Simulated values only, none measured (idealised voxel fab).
Module name: voxel transistor to metal (process module)
Shown is cross-section cut, with a width of 210 nm and square cells of size 5 nm.
Cross-section spec: square-cell grid; bands listed top down; each band is one or more rows. Top, bottom (nm), then materials left to right with widths (nm); lone material tagged "full width" fills the whole band edge to edge; "blank" = empty space. Basically, 0 is our baseline, since under it the wafer straight out of the box is all one material. The bottom band has no lower end and keeps on going down, so it looks like "0 and below". Width: "30..40" (first number = top row, second number = bottom row, same change from row to row of cells). "no modifications" after a step means that no cell of the cross-section changed. Closed empty spaces (no open way to the top) of 8 cells or more are what "Closed void catalog" lists, each as width x height at distance from the left edge, nm for all three. Step line, after settings: the simulator's comment on this step. The optional step-line setting "overlay nm" applies to steps with a mask and quantifies how far to the right of its planned location the mask lay, a negative value indicating leftward placement. So the way this works: pairs, before and after one process step. The after picture only goes down to the lowest band that actually changed, nothing below. Step and its settings are under each pair. And watch out, pairs might come from different runs of this module, same starting wafer though, so a pair only follows on from the one above if its "Pre-process state" entry tells you so.
Pre-process state
* 50 down to 45  W full width
* 45 down to 40  TiN: 60 / W: 10 / TiN: 65 / W: 10 / TiN: 65
* 40 down to 25  SiO2: 55 / TiN: 5 / W: 10 / TiN: 5 / SiO2: 55 / TiN: 5 / W: 10 / TiN: 5 / SiO2: 60
* 25 down to 5  SiO2: 55 / TiN: 5 / W: 10 / TiN: 5 / SiO2: 5 / SiN: 5 / HfO2: 5 / TiN: 5 / W: 15 / TiN: 5 / HfO2: 5 / SiN: 5 / SiO2: 5 / TiN: 5 / W: 10 / TiN: 5 / SiO2: 60
* 5 down to 0  SiO2: 50 / SiN: 5 / TiN: 5 / W: 10 / TiN: 5 / SiO2: 5 / SiN: 5 / HfO2: 5 / TiN: 25 / HfO2: 5 / SiN: 5 / SiO2: 5 / TiN: 5 / W: 10 / TiN: 5 / SiN: 5 / SiO2: 55
* 0 down to -5  SiO2: 55 / TiN: 20 / SiGe: 5 / SiO2: 5 / HfO2: 35 / SiO2: 5 / SiGe: 5 / TiN: 20 / SiO2: 60
* -5 down to -10  SiO2: 55 / SiGe: 25 / Si: 45 / SiGe: 25 / SiO2: 60
* -10 down to -55  SiO2: 55 / Si: 95 / SiO2: 60
* -55 and below  Si full width
* Closed void catalog: none
Sectional View, Post-Process
* 40 down to 25  SiO2: 55 / TiN: 5 / W: 10 / TiN: 5 / SiO2: 55 / TiN: 5 / W: 10 / TiN: 5 / SiO2: 60
* At heights below 25, the structure remains unaltered.
* Closed void catalog: none
Between before and after as drawn above: CMP: height nm 40
Pre-process state: starting point is the after cross-section of the pair just above.
Sectional View, Post-Process
* 45 down to 40  SiN full width
* At heights below 40, the structure remains unaltered.
* Closed void catalog: none
Between before and after as drawn above: CONFORMAL_DEP: material SiN, thk nm 5
Pre-process state: starting point is the after cross-section of the pair just above.
Sectional View, Post-Process
* 60 down to 45  SiO2 full width
* At heights below 45, the structure remains unaltered.
* Closed void catalog: none
Between before and after as drawn above: DIRECTIONAL_DEP: material SiO2, thk nm 15
Pre-process state: starting point is the after cross-section of the pair just above.
Sectional View, Post-Process
* 60 down to 45  SiO2: 55 / blank: 20 / SiO2: 55 / blank: 20 / SiO2: 60
* At heights below 45, the structure remains unaltered.
* Closed void catalog: none
Between before and after as drawn above: MASKED_ETCH: tone open, mask id METAL_1, width nm 20, pitch nm 75, etch materials SiO2, depth nm 15, overlay nm 0
Pre-process state: starting point is the after cross-section of the pair just above.
Sectional View, Post-Process
* 60 down to 45  SiO2: 55 / blank: 20 / SiO2: 55 / blank: 20 / SiO2: 60
* 45 down to 40  SiN: 55 / blank: 20 / SiN: 55 / blank: 20 / SiN: 60
* At heights below 40, the structure remains unaltered.
* Closed void catalog: none
Between before and after as drawn above: MASKED_ETCH: tone open, mask id METAL_1, width nm 20, pitch nm 75, etch materials SiN, depth nm 5, overlay nm 0
Pre-process state: starting point is the after cross-section of the pair just above.
Sectional View, Post-Process
* 65 down to 60  TiN: 60 / blank: 10 / TiN: 65 / blank: 10 / TiN: 65
* 60 down to 45  SiO2: 55 / TiN: 5 / blank: 10 / TiN: 5 / SiO2: 55 / TiN: 5 / blank: 10 / TiN: 5 / SiO2: 60
* 45 down to 40  SiN: 55 / TiN: 20 / SiN: 55 / TiN: 20 / SiN: 60
* At heights below 40, the structure remains unaltered.
* Closed void catalog: none
Between before and after as drawn above: CONFORMAL_DEP: material TiN, thk nm 5
Pre-process state: starting point is the after cross-section of the pair just above.
Sectional View, Post-Process
* 70 down to 65  Cu full width
* 65 down to 60  TiN: 60 / Cu: 10 / TiN: 65 / Cu: 10 / TiN: 65
* 60 down to 45  SiO2: 55 / TiN: 5 / Cu: 10 / TiN: 5 / SiO2: 55 / TiN: 5 / Cu: 10 / TiN: 5 / SiO2: 60
* At heights below 45, the structure remains unaltered.
* Closed void catalog: none
Between before and after as drawn above: FILL_DEP: material Cu, thk nm 5
Pre-process state: starting point is the after cross-section of the pair just above.
Sectional View, Post-Process
* 60 down to 45  SiO2: 55 / TiN: 5 / Cu: 10 / TiN: 5 / SiO2: 55 / TiN: 5 / Cu: 10 / TiN: 5 / SiO2: 60
* At heights below 45, the structure remains unaltered.
* Closed void catalog: none
Between before and after as drawn above: CMP: height nm 60
Pre-process state: starting point is the after cross-section of the pair just above.
Sectional View, Post-Process
* 65 down to 60  blank: 50 / Ru: 30 / blank: 45 / Ru: 30 / blank: 55
* At heights below 60, the structure remains unaltered.
* Closed void catalog: none
Between before and after as drawn above: EPI: material Ru, thk nm 5
Pre-process state: starting point is the after cross-section of the pair just above.
Sectional View, Post-Process
* 70 down to 65  SiCN full width
* 65 down to 60  SiCN: 50 / Ru: 30 / SiCN: 45 / Ru: 30 / SiCN: 55
* At heights below 60, the structure remains unaltered.
* Closed void catalog: none
Between before and after as drawn above: FILL_DEP: material SiCN, thk nm 5
Pre-process state
* 35 down to 30  blank: 75 / TiN: 15 / blank: 25 / TiN: 15 / blank: 80
* 30 down to 25  TiN: 80 / SiN: 5 / TiN: 5 / blank: 25 / TiN: 5 / SiN: 5 / TiN: 85
* 25 down to 5  SiO2: 80 / SiN: 5 / TiN: 5 / blank: 25 / TiN: 5 / SiN: 5 / SiO2: 85
* 5 down to 0  SiO2: 50 / SiN: 5 / SiO2: 25 / SiN: 5 / TiN: 5 / blank: 25 / TiN: 5 / SiN: 5 / SiO2: 25 / SiN: 5 / SiO2: 55
* 0 down to -5  SiO2: 75 / SiGe: 5 / SiO2: 5 / TiN: 35 / SiO2: 5 / SiGe: 5 / SiO2: 80
* -5 down to -10  SiO2: 55 / SiGe: 25 / Si: 45 / SiGe: 25 / SiO2: 60
* -10 down to -30  SiO2: 55 / Si: 95 / SiO2: 60
* -30 and below  Si full width
* Closed void catalog: none
Sectional View, Post-Process
* 40 down to 35  blank: 70 / HfO2: 25 / blank: 15 / HfO2: 25 / blank: 75
* 35 down to 30  HfO2: 75 / TiN: 15 / HfO2: 5 / blank: 15 / HfO2: 5 / TiN: 15 / HfO2: 80
* 30 down to 25  TiN: 80 / SiN: 5 / TiN: 5 / HfO2: 5 / blank: 15 / HfO2: 5 / TiN: 5 / SiN: 5 / TiN: 85
* 25 down to 5  SiO2: 80 / SiN: 5 / TiN: 5 / HfO2: 5 / blank: 15 / HfO2: 5 / TiN: 5 / SiN: 5 / SiO2: 85
* 5 down to 0  SiO2: 50 / SiN: 5 / SiO2: 25 / SiN: 5 / TiN: 5 / HfO2: 25 / TiN: 5 / SiN: 5 / SiO2: 25 / SiN: 5 / SiO2: 55
* At heights below 0, the structure remains unaltered.
* Closed void catalog: none
Between before and after as drawn above: CONFORMAL_DEP: material HfO2, thk nm 5
Pre-process state: starting point is the after cross-section of the pair just above.
Sectional View, Post-Process
* 50 down to 40  W full width
* 40 down to 35  W: 70 / HfO2: 25 / W: 15 / HfO2: 25 / W: 75
* 35 down to 30  HfO2: 75 / TiN: 15 / HfO2: 5 / W: 15 / HfO2: 5 / TiN: 15 / HfO2: 80
* 30 down to 25  TiN: 80 / SiN: 5 / TiN: 5 / HfO2: 5 / W: 15 / HfO2: 5 / TiN: 5 / SiN: 5 / TiN: 85
* 25 down to 5  SiO2: 80 / SiN: 5 / TiN: 5 / HfO2: 5 / W: 15 / HfO2: 5 / TiN: 5 / SiN: 5 / SiO2: 85
* At heights below 5, the structure remains unaltered.
* Closed void catalog: none
Between before and after as drawn above: FILL_DEP: material W, thk nm 10
Pre-process state: starting point is the after cross-section of the pair just above.
Sectional View, Post-Process
* 25 down to 5  SiO2: 80 / SiN: 5 / TiN: 5 / HfO2: 5 / W: 15 / HfO2: 5 / TiN: 5 / SiN: 5 / SiO2: 85
* At heights below 5, the structure remains unaltered.
* Closed void catalog: none
Between before and after as drawn above: CMP: height nm 25
Pre-process state: starting point is the after cross-section of the pair just above.
Sectional View, Post-Process
* 40 down to 25  SiO2 full width
* At heights below 25, the structure remains unaltered.
* Closed void catalog: none
Between before and after as drawn above: DIRECTIONAL_DEP: material SiO2, thk nm 15
Pre-process state: starting point is the after cross-section of the pair just above.
Sectional View, Post-Process
* 55 down to 40  aC full width
* At heights below 40, the structure remains unaltered.
* Closed void catalog: none
Between before and after as drawn above: DIRECTIONAL_DEP: material aC, thk nm 15
Pre-process state: starting point is the after cross-section of the pair just above.
Sectional View, Post-Process
* 85 down to 55  resist: 55 / blank: 20 / resist: 55 / blank: 20 / resist: 60
* At heights below 55, the structure remains unaltered.
* Closed void catalog: none
Between before and after as drawn above: PATTERN: tone open, mask id CONTACT, material resist, width nm 20, pitch nm 75, thk nm 30, overlay nm 0
Pre-process state: starting point is the after cross-section of the pair just above.
Sectional View, Post-Process
* 70 down to 55  resist: 55 / blank: 20 / resist: 55 / blank: 20 / resist: 60
* 55 down to 40  aC: 55 / blank: 20 / aC: 55 / blank: 20 / aC: 60
* At heights below 40, the structure remains unaltered.
* Closed void catalog: none
Between before and after as drawn above: DIRECTIONAL_ETCH: etch materials aC, depth nm 15
Pre-process state: starting point is the after cross-section of the pair just above.
Sectional View, Post-Process
* 55 down to 40  aC: 55 / blank: 20 / aC: 55 / blank: 20 / aC: 60
* At heights below 40, the structure remains unaltered.
* Closed void catalog: none
Between before and after as drawn above: STRIP: etch materials resist
Pre-process state: starting point is the after cross-section of the pair just above.
Sectional View, Post-Process
* 55 down to 40  aC: 55 / blank: 20 / aC: 55 / blank: 20 / aC: 60
* 40 down to 25  SiO2: 55 / blank: 20 / SiO2: 55 / blank: 20 / SiO2: 60
* 25 down to 5  SiO2: 55 / blank: 20 / SiO2: 5 / SiN: 5 / TiN: 5 / HfO2: 5 / W: 15 / HfO2: 5 / TiN: 5 / SiN: 5 / SiO2: 5 / blank: 20 / SiO2: 60
* 5 down to 0  SiO2: 50 / SiN: 5 / blank: 20 / SiO2: 5 / SiN: 5 / TiN: 5 / HfO2: 25 / TiN: 5 / SiN: 5 / SiO2: 5 / blank: 20 / SiN: 5 / SiO2: 55
* 0 down to -5  SiO2: 55 / blank: 20 / SiGe: 5 / SiO2: 5 / TiN: 35 / SiO2: 5 / SiGe: 5 / blank: 20 / SiO2: 60
* At heights below -5, the structure remains unaltered.
* Closed void catalog: none
Between before and after as drawn above: DIRECTIONAL_ETCH: etch materials SiO2, depth nm 45
Pre-process state: starting point is the after cross-section of the pair just above.
Sectional View, Post-Process
* 40 down to 25  SiO2: 55 / blank: 20 / SiO2: 55 / blank: 20 / SiO2: 60
* At heights below 25, the structure remains unaltered.
* Closed void catalog: none
Between before and after as drawn above: STRIP: etch materials aC
Pre-process state: starting point is the after cross-section of the pair just above.
Sectional View, Post-Process
* 45 down to 40  TiN: 60 / blank: 10 / TiN: 65 / blank: 10 / TiN: 65
* 40 down to 25  SiO2: 55 / TiN: 5 / blank: 10 / TiN: 5 / SiO2: 55 / TiN: 5 / blank: 10 / TiN: 5 / SiO2: 60
* 25 down to 5  SiO2: 55 / TiN: 5 / blank: 10 / TiN: 5 / SiO2: 5 / SiN: 5 / TiN: 5 / HfO2: 5 / W: 15 / HfO2: 5 / TiN: 5 / SiN: 5 / SiO2: 5 / TiN: 5 / blank: 10 / TiN: 5 / SiO2: 60
* 5 down to 0  SiO2: 50 / SiN: 5 / TiN: 5 / blank: 10 / TiN: 5 / SiO2: 5 / SiN: 5 / TiN: 5 / HfO2: 25 / TiN: 5 / SiN: 5 / SiO2: 5 / TiN: 5 / blank: 10 / TiN: 5 / SiN: 5 / SiO2: 55
* 0 down to -5  SiO2: 55 / TiN: 20 / SiGe: 5 / SiO2: 5 / TiN: 35 / SiO2: 5 / SiGe: 5 / TiN: 20 / SiO2: 60
* At heights below -5, the structure remains unaltered.
* Closed void catalog: none
Between before and after as drawn above: CONFORMAL_DEP: material TiN, thk nm 5
Pre-process state: starting point is the after cross-section of the pair just above.
Sectional View, Post-Process
* 50 down to 45  W full width
* 45 down to 40  TiN: 60 / W: 10 / TiN: 65 / W: 10 / TiN: 65
* 40 down to 25  SiO2: 55 / TiN: 5 / W: 10 / TiN: 5 / SiO2: 55 / TiN: 5 / W: 10 / TiN: 5 / SiO2: 60
* 25 down to 5  SiO2: 55 / TiN: 5 / W: 10 / TiN: 5 / SiO2: 5 / SiN: 5 / TiN: 5 / HfO2: 5 / W: 15 / HfO2: 5 / TiN: 5 / SiN: 5 / SiO2: 5 / TiN: 5 / W: 10 / TiN: 5 / SiO2: 60
* 5 down to 0  SiO2: 50 / SiN: 5 / TiN: 5 / W: 10 / TiN: 5 / SiO2: 5 / SiN: 5 / TiN: 5 / HfO2: 25 / TiN: 5 / SiN: 5 / SiO2: 5 / TiN: 5 / W: 10 / TiN: 5 / SiN: 5 / SiO2: 55
* At heights below 0, the structure remains unaltered.
* Closed void catalog: none
Between before and after as drawn above: FILL_DEP: material W, thk nm 5
Pre-process state: starting point is the after cross-section of the pair just above.
Sectional View, Post-Process
* 40 down to 25  SiO2: 55 / TiN: 5 / W: 10 / TiN: 5 / SiO2: 55 / TiN: 5 / W: 10 / TiN: 5 / SiO2: 60
* At heights below 25, the structure remains unaltered.
* Closed void catalog: none
Between before and after as drawn above: CMP: height nm 40
Pre-process state: starting point is the after cross-section of the pair just above.
Sectional View, Post-Process
* 45 down to 40  SiN full width
* At heights below 40, the structure remains unaltered.
* Closed void catalog: none
Between before and after as drawn above: CONFORMAL_DEP: material SiN, thk nm 5
Pre-process state: starting point is the after cross-section of the pair just above.
Sectional View, Post-Process
* 60 down to 45  SiO2 full width
* At heights below 45, the structure remains unaltered.
* Closed void catalog: none
Between before and after as drawn above: DIRECTIONAL_DEP: material SiO2, thk nm 15
Pre-process state: starting point is the after cross-section of the pair just above.
Sectional View, Post-Process
* 60 down to 45  SiO2: 55 / blank: 20 / SiO2: 55 / blank: 20 / SiO2: 60
* At heights below 45, the structure remains unaltered.
* Closed void catalog: none
Between before and after as drawn above: MASKED_ETCH: tone open, mask id METAL_1, width nm 20, pitch nm 75, etch materials SiO2, depth nm 15, overlay nm 0
Pre-process state: starting point is the after cross-section of the pair just above.
Sectional View, Post-Process
* 60 down to 45  SiO2: 55 / blank: 20 / SiO2: 55 / blank: 20 / SiO2: 60
* 45 down to 40  SiN: 55 / blank: 20 / SiN: 55 / blank: 20 / SiN: 60
* At heights below 40, the structure remains unaltered.
* Closed void catalog: none
Between before and after as drawn above: MASKED_ETCH: tone open, mask id METAL_1, width nm 20, pitch nm 75, etch materials SiN, depth nm 5, overlay nm 0
Pre-process state: starting point is the after cross-section of the pair just above.
Sectional View, Post-Process
* 65 down to 60  TiN: 60 / blank: 10 / TiN: 65 / blank: 10 / TiN: 65
* 60 down to 45  SiO2: 55 / TiN: 5 / blank: 10 / TiN: 5 / SiO2: 55 / TiN: 5 / blank: 10 / TiN: 5 / SiO2: 60
* 45 down to 40  SiN: 55 / TiN: 20 / SiN: 55 / TiN: 20 / SiN: 60
* At heights below 40, the structure remains unaltered.
* Closed void catalog: none
Between before and after as drawn above: CONFORMAL_DEP: material TiN, thk nm 5
Pre-process state: starting point is the after cross-section of the pair just above.
Sectional View, Post-Process
* 70 down to 65  Cu full width
* 65 down to 60  TiN: 60 / Cu: 10 / TiN: 65 / Cu: 10 / TiN: 65
* 60 down to 45  SiO2: 55 / TiN: 5 / Cu: 10 / TiN: 5 / SiO2: 55 / TiN: 5 / Cu: 10 / TiN: 5 / SiO2: 60
* At heights below 45, the structure remains unaltered.
* Closed void catalog: none
Between before and after as drawn above: FILL_DEP: material Cu, thk nm 5
Pre-process state: starting point is the after cross-section of the pair just above.
Sectional View, Post-Process
* 60 down to 45  SiO2: 55 / TiN: 5 / Cu: 10 / TiN: 5 / SiO2: 55 / TiN: 5 / Cu: 10 / TiN: 5 / SiO2: 60
* At heights below 45, the structure remains unaltered.
* Closed void catalog: none
Between before and after as drawn above: CMP: height nm 60
Pre-process state: starting point is the after cross-section of the pair just above.
Sectional View, Post-Process
* 65 down to 60  blank: 50 / Ru: 30 / blank: 45 / Ru: 30 / blank: 55
* At heights below 60, the structure remains unaltered.
* Closed void catalog: none
Between before and after as drawn above: EPI: material Ru, thk nm 5
Pre-process state: starting point is the after cross-section of the pair just above.
Sectional View, Post-Process
* 70 down to 65  SiCN full width
* 65 down to 60  SiCN: 50 / Ru: 30 / SiCN: 45 / Ru: 30 / SiCN: 55
* At heights below 60, the structure remains unaltered.
* Closed void catalog: none
Between before and after as drawn above: FILL_DEP: material SiCN, thk nm 5
Pre-process state
* 30 down to 20  blank: 50 / aC: 105 / blank: 55
* 20 down to 5  blank: 50 / SiN: 105 / blank: 55
* 5 down to 0  blank: 50 / SiO2: 105 / blank: 55
* 0 and below  Si full width
* Closed void catalog: none
Sectional View, Post-Process
* 30 down to 20  blank: 50 / aC: 105 / blank: 55
* 20 down to 5  blank: 50 / SiN: 105 / blank: 55
* 5 down to 0  blank: 50 / SiO2: 105 / blank: 55
* 0 down to -15  blank: 50 / Si: 105 / blank: 55
* At heights below -15, the structure remains unaltered.
* Closed void catalog: none
Between before and after as drawn above: DIRECTIONAL_ETCH: etch materials Si, depth nm 15
Pre-process state: starting point is the after cross-section of the pair just above.
Sectional View, Post-Process
* 20 down to 5  blank: 50 / SiN: 105 / blank: 55
* At heights below 5, the structure remains unaltered.
* Closed void catalog: none
Between before and after as drawn above: STRIP: etch materials aC
Pre-process state: starting point is the after cross-section of the pair just above.
Sectional View, Post-Process
* 20 down to 5  blank: 50 / SiN: 105 / blank: 55
* 5 down to 0  blank: 50 / SiO2: 105 / blank: 55
* 0 down to -15  blank: 50 / SiO2: 5 / Si: 95 / SiO2: 5 / blank: 55
* -15 down to -20  SiO2: 55 / Si: 95 / SiO2: 60
* At heights below -20, the structure remains unaltered.
* Closed void catalog: none
Between before and after as drawn above: OXIDIZE: depth nm 5
Pre-process state: starting point is the after cross-section of the pair just above.
Sectional View, Post-Process
* 25 down to 20  SiO2 full width
* 20 down to 5  SiO2: 50 / SiN: 105 / SiO2: 55
* 5 down to 0  SiO2 full width
* 0 down to -20  SiO2: 55 / Si: 95 / SiO2: 60
* At heights below -20, the structure remains unaltered.
* Closed void catalog: none
Between before and after as drawn above: FILL_DEP: material SiO2, thk nm 5
Pre-process state: starting point is the after cross-section of the pair just above.
Sectional View, Post-Process
* 20 down to 5  SiO2: 50 / SiN: 105 / SiO2: 55
* At heights below 5, the structure remains unaltered.
* Closed void catalog: none
Between before and after as drawn above: CMP: height nm 20
Pre-process state: starting point is the after cross-section of the pair just above.
Sectional View, Post-Process
* 20 down to 10  blank: 50 / SiN: 105 / blank: 55
* At heights below 10, the structure remains unaltered.
* Closed void catalog: none
Between before and after as drawn above: SELECTIVE_ETCH: etch materials SiO2, depth nm 10
Pre-process state: starting point is the after cross-section of the pair just above.
Sectional View, Post-Process
* 10 down to 5  SiO2: 50 / blank: 105 / SiO2: 55
* At heights below 5, the structure remains unaltered.
* Closed void catalog: none
Between before and after as drawn above: STRIP: etch materials SiN
Pre-process state: starting point is the after cross-section of the pair just above.
Sectional View, Post-Process
* 5 down to 0  SiO2: 45 / blank: 115 / SiO2: 50
* At heights below 0, the structure remains unaltered.
* Closed void catalog: none
Between before and after as drawn above: SELECTIVE_ETCH: etch materials SiO2, depth nm 5
Pre-process state: starting point is the after cross-section of the pair just above.
Sectional View, Post-Process
* 5 down to 0  SiO2: 45 / blank: 115 / SiO2: 50
* 0 down to -5  SiO2 full width
* At heights below -5, the structure remains unaltered.
* Closed void catalog: none
Between before and after as drawn above: OXIDIZE: depth nm 5
Pre-process state: starting point is the after cross-section of the pair just above.
Sectional View, Post-Process
* 35 down to 30  polySi: 45 / blank: 115 / polySi: 50
* 30 down to 5  polySi full width
* 5 down to 0  SiO2: 45 / polySi: 115 / SiO2: 50
* At heights below 0, the structure remains unaltered.
* Closed void catalog: none
Between before and after as drawn above: DIRECTIONAL_DEP: material polySi, thk nm 30
Pre-process state: starting point is the after cross-section of the pair just above.
Sectional View, Post-Process
* 50 down to 45  SiCN: 45 / blank: 115 / SiCN: 50
* 45 down to 35  SiCN full width
* 35 down to 30  polySi: 45 / SiCN: 115 / polySi: 50
* At heights below 30, the structure remains unaltered.
* Closed void catalog: none
Between before and after as drawn above: DIRECTIONAL_DEP: material SiCN, thk nm 15
Pre-process state: starting point is the after cross-section of the pair just above.
Sectional View, Post-Process
* 45 down to 35  blank: 90 / SiCN: 25 / blank: 95
* 35 down to 30  polySi: 45 / blank: 45 / SiCN: 25 / blank: 45 / polySi: 50
* At heights below 30, the structure remains unaltered.
* Closed void catalog: none
Between before and after as drawn above: MASKED_ETCH: tone cover, mask id GATE, width nm 25, etch materials SiCN, depth nm 25, overlay nm 0
Pre-process state: starting point is the after cross-section of the pair just above.
Sectional View, Post-Process
* 45 down to 30  blank: 90 / SiCN: 25 / blank: 95
* 30 down to 5  blank: 90 / polySi: 25 / blank: 95
* 5 down to 0  SiO2: 45 / blank: 45 / polySi: 25 / blank: 45 / SiO2: 50
* At heights below 0, the structure remains unaltered.
* Closed void catalog: none
Between before and after as drawn above: MASKED_ETCH: tone cover, mask id GATE, width nm 25, etch materials polySi, depth nm 40, overlay nm 0
Pre-process state: starting point is the after cross-section of the pair just above.
Sectional View, Post-Process
* 50 down to 45  blank: 85 / SiO2: 35 / blank: 90
* 45 down to 30  blank: 85 / SiO2: 5 / SiCN: 25 / SiO2: 5 / blank: 90
* 30 down to 10  blank: 85 / SiO2: 5 / polySi: 25 / SiO2: 5 / blank: 90
* 10 down to 5  SiO2: 50 / blank: 35 / SiO2: 5 / polySi: 25 / SiO2: 5 / blank: 35 / SiO2: 55
* 5 down to 0  SiO2: 90 / polySi: 25 / SiO2: 95
* At heights below 0, the structure remains unaltered.
* Closed void catalog: none
Between before and after as drawn above: CONFORMAL_DEP: material SiO2, thk nm 5
Pre-process state: starting point is the after cross-section of the pair just above.
Sectional View, Post-Process
* 45 down to 30  blank: 85 / SiO2: 5 / SiCN: 25 / SiO2: 5 / blank: 90
* 30 down to 5  blank: 85 / SiO2: 5 / polySi: 25 / SiO2: 5 / blank: 90
* 5 down to 0  SiO2: 50 / blank: 35 / SiO2: 5 / polySi: 25 / SiO2: 5 / blank: 35 / SiO2: 55
* At heights below 0, the structure remains unaltered.
* Closed void catalog: none
Between before and after as drawn above: DIRECTIONAL_ETCH: etch materials SiO2, depth nm 5
Pre-process state: starting point is the after cross-section of the pair just above.
Sectional View, Post-Process
* 50 down to 45  blank: 80 / SiN: 45 / blank: 85
* 45 down to 30  blank: 80 / SiN: 5 / SiO2: 5 / SiCN: 25 / SiO2: 5 / SiN: 5 / blank: 85
* 30 down to 10  blank: 80 / SiN: 5 / SiO2: 5 / polySi: 25 / SiO2: 5 / SiN: 5 / blank: 85
* 10 down to 5  SiN: 55 / blank: 25 / SiN: 5 / SiO2: 5 / polySi: 25 / SiO2: 5 / SiN: 5 / blank: 25 / SiN: 60
* 5 down to 0  SiO2: 50 / SiN: 35 / SiO2: 5 / polySi: 25 / SiO2: 5 / SiN: 35 / SiO2: 55
* At heights below 0, the structure remains unaltered.
* Closed void catalog: none
Between before and after as drawn above: CONFORMAL_DEP: material SiN, thk nm 5
Pre-process state: starting point is the after cross-section of the pair just above.
Sectional View, Post-Process
* 45 down to 30  blank: 80 / SiN: 5 / SiO2: 5 / SiCN: 25 / SiO2: 5 / SiN: 5 / blank: 85
* 30 down to 5  blank: 80 / SiN: 5 / SiO2: 5 / polySi: 25 / SiO2: 5 / SiN: 5 / blank: 85
* 5 down to 0  SiO2: 50 / SiN: 5 / blank: 25 / SiN: 5 / SiO2: 5 / polySi: 25 / SiO2: 5 / SiN: 5 / blank: 25 / SiN: 5 / SiO2: 55
* At heights below 0, the structure remains unaltered.
* Closed void catalog: none
Between before and after as drawn above: DIRECTIONAL_ETCH: etch materials SiN, depth nm 5
Pre-process state: starting point is the after cross-section of the pair just above.
Sectional View, Post-Process
* 45 down to 40  blank: 80 / SiN: 5 / blank: 5 / SiCN: 25 / blank: 5 / SiN: 5 / blank: 85
* 40 down to 30  blank: 80 / SiN: 5 / SiO2: 5 / SiCN: 25 / SiO2: 5 / SiN: 5 / blank: 85
* 30 down to 5  blank: 80 / SiN: 5 / SiO2: 5 / polySi: 25 / SiO2: 5 / SiN: 5 / blank: 85
* 5 down to 0  blank: 50 / SiN: 5 / blank: 25 / SiN: 5 / SiO2: 5 / polySi: 25 / SiO2: 5 / SiN: 5 / blank: 25 / SiN: 5 / blank: 55
* 0 down to -5  SiO2: 55 / blank: 25 / SiO2: 45 / blank: 25 / SiO2: 60
* At heights below -5, the structure remains unaltered.
* Closed void catalog: none
Between before and after as drawn above: DIRECTIONAL_ETCH: etch materials SiO2, depth nm 5
Pre-process state: starting point is the after cross-section of the pair just above.
Sectional View, Post-Process
* 45 down to 40  blank: 80 / SiN: 5 / blank: 5 / SiCN: 25 / blank: 5 / SiN: 5 / blank: 85
* 40 down to 30  blank: 80 / SiN: 5 / SiO2: 5 / SiCN: 25 / SiO2: 5 / SiN: 5 / blank: 85
* 30 down to 5  blank: 80 / SiN: 5 / SiO2: 5 / polySi: 25 / SiO2: 5 / SiN: 5 / blank: 85
* 5 down to 0  blank: 50 / SiN: 5 / blank: 25 / SiN: 5 / SiO2: 5 / polySi: 25 / SiO2: 5 / SiN: 5 / blank: 25 / SiN: 5 / blank: 55
* 0 down to -5  SiO2: 55 / blank: 25 / SiO2: 45 / blank: 25 / SiO2: 60
* -5 down to -10  SiO2: 55 / blank: 25 / Si: 45 / blank: 25 / SiO2: 60
* At heights below -10, the structure remains unaltered.
* Closed void catalog: none
Between before and after as drawn above: DIRECTIONAL_ETCH: etch materials Si, depth nm 5
Pre-process state: starting point is the after cross-section of the pair just above.
Sectional View, Post-Process
* 45 down to 40  blank: 80 / SiN: 5 / blank: 5 / SiCN: 25 / blank: 5 / SiN: 5 / blank: 85
* 40 down to 30  blank: 80 / SiN: 5 / SiO2: 5 / SiCN: 25 / SiO2: 5 / SiN: 5 / blank: 85
* 30 down to 5  blank: 80 / SiN: 5 / SiO2: 5 / polySi: 25 / SiO2: 5 / SiN: 5 / blank: 85
* 5 down to 0  blank: 50 / SiN: 5 / blank: 25 / SiN: 5 / SiO2: 5 / polySi: 25 / SiO2: 5 / SiN: 5 / blank: 25 / SiN: 5 / blank: 55
* 0 down to -5  SiO2: 55 / blank: 20 / SiGe: 5 / SiO2: 45 / SiGe: 5 / blank: 20 / SiO2: 60
* -5 down to -10  SiO2: 55 / SiGe: 25 / Si: 45 / SiGe: 25 / SiO2: 60
* At heights below -10, the structure remains unaltered.
* Closed void catalog: none
Between before and after as drawn above: EPI: material SiGe, thk nm 5
Pre-process state: starting point is the after cross-section of the pair just above.
Sectional View, Post-Process
* 50 down to 45  SiO2 full width
* 45 down to 30  SiO2: 80 / SiN: 5 / SiO2: 5 / SiCN: 25 / SiO2: 5 / SiN: 5 / SiO2: 85
* 30 down to 5  SiO2: 80 / SiN: 5 / SiO2: 5 / polySi: 25 / SiO2: 5 / SiN: 5 / SiO2: 85
* 5 down to 0  SiO2: 50 / SiN: 5 / SiO2: 25 / SiN: 5 / SiO2: 5 / polySi: 25 / SiO2: 5 / SiN: 5 / SiO2: 25 / SiN: 5 / SiO2: 55
* 0 down to -5  SiO2: 75 / SiGe: 5 / SiO2: 45 / SiGe: 5 / SiO2: 80
* At heights below -5, the structure remains unaltered.
* Closed void catalog: none
Between before and after as drawn above: FILL_DEP: material SiO2, thk nm 5
Pre-process state: starting point is the after cross-section of the pair just above.
Sectional View, Post-Process
* 30 down to 5  SiO2: 80 / SiN: 5 / SiO2: 5 / polySi: 25 / SiO2: 5 / SiN: 5 / SiO2: 85
* At heights below 5, the structure remains unaltered.
* Closed void catalog: none
Between before and after as drawn above: CMP: height nm 30
Pre-process state: starting point is the after cross-section of the pair just above.
Sectional View, Post-Process
* 30 down to 5  SiO2: 80 / SiN: 5 / SiO2: 5 / blank: 25 / SiO2: 5 / SiN: 5 / SiO2: 85
* 5 down to 0  SiO2: 50 / SiN: 5 / SiO2: 25 / SiN: 5 / SiO2: 5 / blank: 25 / SiO2: 5 / SiN: 5 / SiO2: 25 / SiN: 5 / SiO2: 55
* At heights below 0, the structure remains unaltered.
* Closed void catalog: none
Between before and after as drawn above: STRIP: etch materials polySi
Pre-process state: starting point is the after cross-section of the pair just above.
Sectional View, Post-Process
* 30 down to 25  blank: 80 / SiN: 5 / blank: 35 / SiN: 5 / blank: 85
* 25 down to 5  SiO2: 80 / SiN: 5 / blank: 35 / SiN: 5 / SiO2: 85
* 5 down to 0  SiO2: 50 / SiN: 5 / SiO2: 25 / SiN: 5 / blank: 35 / SiN: 5 / SiO2: 25 / SiN: 5 / SiO2: 55
* 0 down to -5  SiO2: 75 / SiGe: 5 / SiO2: 5 / blank: 35 / SiO2: 5 / SiGe: 5 / SiO2: 80
* At heights below -5, the structure remains unaltered.
* Closed void catalog: none
Between before and after as drawn above: SELECTIVE_ETCH: etch materials SiO2, depth nm 5
